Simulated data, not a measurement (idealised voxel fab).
process module | voxel capacitor over wiring
For reference, the cross-section in this document is cut, with width 250 nm and square cells of 5 nm.
We lay out every cross-section as a grid of square cells and spell it out in bands from the top down, where one band means one or more rows of cells.
Band: top height; bottom height; in nm. Then, left to right: material with width in nm, for each material. "everywhere": a single material spanning edge to edge. "blank": empty space.
We count height from 0. Below that, the starting wafer is all one material. The lowest band never ends at the bottom but goes on down; see "0 and below" for how that is written.
Top row gets the first number, bottom row gets the second, and each row in between changes by the same step: that is how a band width like "30..40" works.
Step marked "remains unaltered"? Then no cell in the cross-section changed in it.
Non-vented voids: empty space of 8 cells or more with no open way to the top, each as width x height at its distance from the left edge, in nm
Note: text after step settings on the step line = simulator remark on that step.
A step line may carry the setting "overlay nm", which, for steps involving a mask, states the distance by which the mask lay to the right of its intended position; negative values denote displacement to the left.

Planned process steps
1,RECEIVE, material Si
2,CONFORMAL_DEP, material SiO2, thk nm 15
3,CONFORMAL_DEP, material SiCN, thk nm 5
4,DIRECTIONAL_DEP, material lowk, thk nm 15
5,DIRECTIONAL_DEP, material aC, thk nm 15
6,PATTERN, tone open, mask id METAL_1, material resist, width nm 30, pitch nm 90, thk nm 30, overlay nm 0
7,DIRECTIONAL_ETCH, etch materials aC, depth nm 15
8,STRIP, etch materials resist
9,DIRECTIONAL_ETCH, etch materials lowk, depth nm 15
10,DIRECTIONAL_ETCH, etch materials SiCN, depth nm 5
11,STRIP, etch materials aC
12,CONFORMAL_DEP, material TiN, thk nm 5
13,FILL_DEP, material Cu, thk nm 10
14,CMP, height nm 35
15,CONFORMAL_DEP, material SiCN, thk nm 5
16,DIRECTIONAL_DEP, material SiO2, thk nm 15
17,MASKED_ETCH, tone open, mask id PLUG_1, width nm 15, etch materials SiO2, depth nm 15, overlay nm 0
18,MASKED_ETCH, tone open, mask id PLUG_1, width nm 15, etch materials SiCN, depth nm 5, overlay nm 0
19,EPI, material Ru, thk nm 10
20,EPI, material Ru, thk nm 10
21,DIRECTIONAL_DEP, material TiN, thk nm 10
22,DIRECTIONAL_DEP, material Al2O3, thk nm 5
23,DIRECTIONAL_DEP, material TiN, thk nm 10
24,MASKED_ETCH, tone cover, mask id UPPER_PLATE, width nm 65, etch materials TiN, depth nm 10, overlay nm 0
25,MASKED_ETCH, tone cover, mask id UPPER_PLATE, width nm 65, etch materials Al2O3, depth nm 5, overlay nm 0
26,PATTERN, tone cover, mask id LOWER_PLATE, material resist, width nm 75, thk nm 20, overlay nm 0
27,DIRECTIONAL_ETCH, etch materials TiN, depth nm 10
28,STRIP, etch materials resist
29,FILL_DEP, material SiO2, thk nm 15
30,CMP, height nm 90
31,PATTERN, tone open, mask id PLUG_2, material resist, width nm 15, thk nm 15, overlay nm 0
32,DIRECTIONAL_ETCH, etch materials SiO2, depth nm 10
33,STRIP, etch materials resist
34,CONFORMAL_DEP, material TiN, thk nm 5
35,FILL_DEP, material Ru, thk nm 5
36,CMP, height nm 90
37,CONFORMAL_DEP, material SiCN, thk nm 5

So this is the incoming wafer in cross-section - it's already been through step 1
  0 and below | Si everywhere
  Non-vented voids: none

Look at the cross-section after the module: the wafer started out the way shown above and the plan was the one shown above, yet one mistake was made along the way
  95 down to 90 | SiCN everywhere
  90 down to 85 | SiO2=90 / TiN=55 / SiO2=105
  85 down to 80 | SiO2=90 / TiN=5 / Al2O3=50 / SiO2=105
  80 down to 70 | SiO2=75 / TiN=75 / SiO2=100
  70 down to 65 | SiO2=80 / Al2O3=15 / SiO2=155
  65 down to 55 | SiO2=80 / TiN=15 / SiO2=155
  55 down to 40 | SiO2 everywhere
  40 down to 35 | SiCN everywhere
  35 down to 20 | lowk=65 / TiN=5 / Cu=20 / TiN=5 / lowk=60 / TiN=5 / Cu=20 / TiN=5 / lowk=65
  20 down to 15 | SiCN=65 / TiN=30 / SiCN=60 / TiN=30 / SiCN=65
  15 down to 0 | SiO2 everywhere
  0 and below | Si everywhere
  Non-vented voids: none
What was the processing mistake? step 16 of the plan saw execution twice
